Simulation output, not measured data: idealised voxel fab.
Title: Process Module voxel double patterning
The width of the displayed cross-section, cut, is 250 nm; its cells are square, with a size of 5 nm.
In this document a cross-section is written as a grid of square cells. It is given as a series of bands, listed from the top down, and a band is one or more rows of cells.
Heights first: top, then bottom, in nm. Then materials, left to right, each with a width in nm. "full width" on a single material: fills the band edge to edge. "air": empty space.
Heights from 0 (as-received wafer is one material below). Bottom band endless downward, as "top 0, no bottom".
So if you see something like "30..40" for the width, read it as the top row of the band sitting at the first number and the bottom row at the second, with every row in between moving by the same amount as the last.
Take "nothing altered" at face value: in the step it is given for, the cross-section changed in none of its cells.
Each empty space that has no open way to the top and spans at least 8 cells appears under "Entrapped void list" as width x height at distance, the distance counted from the left edge, all in nm.
Heads up: the bit after the settings on a step's line is the simulator's remark on that step.
When a step includes a mask, the "overlay nm" setting on its line states how far to the right of its planned place that mask lay, and negative values state how far to the left.

-- Listed below are the process steps as planned
- 1: RECEIVE (material Si)
- 2: CONFORMAL_DEP (material SiN; thk nm 5)
- 3: DIRECTIONAL_DEP (material SiO2; thk nm 20)
- 4: DIRECTIONAL_DEP (material SiCN; thk nm 10)
- 5: DIRECTIONAL_DEP (material aC; thk nm 15)
- 6: PATTERN (tone open; mask id FIRST; material resist; width nm 15; pitch nm 50; thk nm 35; overlay nm 0)
- 7: DIRECTIONAL_ETCH (etch materials aC; depth nm 15)
- 8: STRIP (etch materials resist)
- 9: DIRECTIONAL_ETCH (etch materials SiCN; depth nm 10)
- 10: STRIP (etch materials aC)
- 11: MASKED_ETCH (tone open; mask id SECOND; width nm 15; etch materials SiCN; depth nm 10; overlay nm 0)
- 12: DIRECTIONAL_ETCH (etch materials SiO2; depth nm 20)
- 13: STRIP (etch materials SiCN)

-- First of two wafers - as planned

-- As received (post step 1): cross-section
    top 0, no bottom  Si full width
    Entrapped void list: none

-- Cross-section of the wafer after step 2
    top 5, bottom 0  SiN full width
    Rest of section, below 0: as before.

-- Cross-section of the wafer after step 3
    top 25, bottom 5  SiO2 full width
    Rest of section, below 5: as before.

-- Cross-section of the wafer after step 4
    top 35, bottom 25  SiCN full width
    Rest of section, below 25: as before.

-- Cross-section of the wafer after step 5
    top 50, bottom 35  aC full width
    Rest of section, below 35: as before.

-- Cross-section of the wafer after step 6
    top 85, bottom 50  resist 90 nm, air 15 nm, resist 35 nm, air 15 nm, resist 95 nm
    Rest of section, below 50: as before.

-- Cross-section of the wafer after step 7
    top 70, bottom 50  resist 90 nm, air 15 nm, resist 35 nm, air 15 nm, resist 95 nm
    top 50, bottom 35  aC 90 nm, air 15 nm, aC 35 nm, air 15 nm, aC 95 nm
    Rest of section, below 35: as before.

-- Cross-section of the wafer after step 8
    top 50, bottom 35  aC 90 nm, air 15 nm, aC 35 nm, air 15 nm, aC 95 nm
    Rest of section, below 35: as before.

-- Cross-section of the wafer after step 9
    top 50, bottom 35  aC 90 nm, air 15 nm, aC 35 nm, air 15 nm, aC 95 nm
    top 35, bottom 25  SiCN 90 nm, air 15 nm, SiCN 35 nm, air 15 nm, SiCN 95 nm
    Rest of section, below 25: as before.

-- Cross-section of the wafer after step 10
    top 35, bottom 25  SiCN 90 nm, air 15 nm, SiCN 35 nm, air 15 nm, SiCN 95 nm
    Rest of section, below 25: as before.

-- Cross-section of the wafer after step 11
    top 35, bottom 25  SiCN 90 nm, air 15 nm, SiCN 10 nm, air 15 nm, SiCN 10 nm, air 15 nm, SiCN 95 nm
    Rest of section, below 25: as before.

-- Cross-section of the wafer after step 12
    top 35, bottom 25  SiCN 90 nm, air 15 nm, SiCN 10 nm, air 15 nm, SiCN 10 nm, air 15 nm, SiCN 95 nm
    top 25, bottom 5  SiO2 90 nm, air 15 nm, SiO2 10 nm, air 15 nm, SiO2 10 nm, air 15 nm, SiO2 95 nm
    Rest of section, below 5: as before.

-- Cross-section of the wafer after step 13
    top 25, bottom 5  SiO2 90 nm, air 15 nm, SiO2 10 nm, air 15 nm, SiO2 10 nm, air 15 nm, SiO2 95 nm
    Rest of section, below 5: as before.

-- Notes, second wafer: start = first wafer's, plan = first wafer's, execution had one mistake; history identical to first through step 5

-- Second wafer cross-section, taken as of the time the plan sets for step 6 to be done
    top 85, bottom 50  resist 80 nm, air 15 nm, resist 35 nm, air 15 nm, resist 105 nm
    Rest of section, below 50: as before.

-- Second wafer cross-section, taken as of the time the plan sets for step 7 to be done
    top 70, bottom 50  resist 80 nm, air 15 nm, resist 35 nm, air 15 nm, resist 105 nm
    top 50, bottom 35  aC 80 nm, air 15 nm, aC 35 nm, air 15 nm, aC 105 nm
    Rest of section, below 35: as before.

-- Second wafer cross-section, taken as of the time the plan sets for step 8 to be done
    top 50, bottom 35  aC 80 nm, air 15 nm, aC 35 nm, air 15 nm, aC 105 nm
    Rest of section, below 35: as before.

-- Second wafer cross-section, taken as of the time the plan sets for step 9 to be done
    top 50, bottom 35  aC 80 nm, air 15 nm, aC 35 nm, air 15 nm, aC 105 nm
    top 35, bottom 25  SiCN 80 nm, air 15 nm, SiCN 35 nm, air 15 nm, SiCN 105 nm
    Rest of section, below 25: as before.

-- Second wafer cross-section, taken as of the time the plan sets for step 10 to be done
    top 35, bottom 25  SiCN 80 nm, air 15 nm, SiCN 35 nm, air 15 nm, SiCN 105 nm
    Rest of section, below 25: as before.

-- Second wafer cross-section, taken as of the time the plan sets for step 11 to be done
    top 35, bottom 25  SiCN 80 nm, air 15 nm, SiCN 20 nm, air 30 nm, SiCN 105 nm
    Rest of section, below 25: as before.

-- Second wafer cross-section, taken as of the time the plan sets for step 12 to be done
    top 35, bottom 25  SiCN 80 nm, air 15 nm, SiCN 20 nm, air 30 nm, SiCN 105 nm
    top 25, bottom 5  SiO2 80 nm, air 15 nm, SiO2 20 nm, air 30 nm, SiO2 105 nm
    Rest of section, below 5: as before.

-- Second wafer cross-section, taken as of the time the plan sets for step 13 to be done
    top 25, bottom 5  SiO2 80 nm, air 15 nm, SiO2 20 nm, air 30 nm, SiO2 105 nm
    Rest of section, below 5: as before.
Finding, execution versus plan: so step 6 ended up running with a different setting than we planned, it ran as PATTERN (tone open; mask id FIRST; material resist; width nm 15; pitch nm 50; thk nm 35; overlay nm -10)
Tallied in cells, the final second wafer holds each material in the same quantity as the first, although not at the same places.
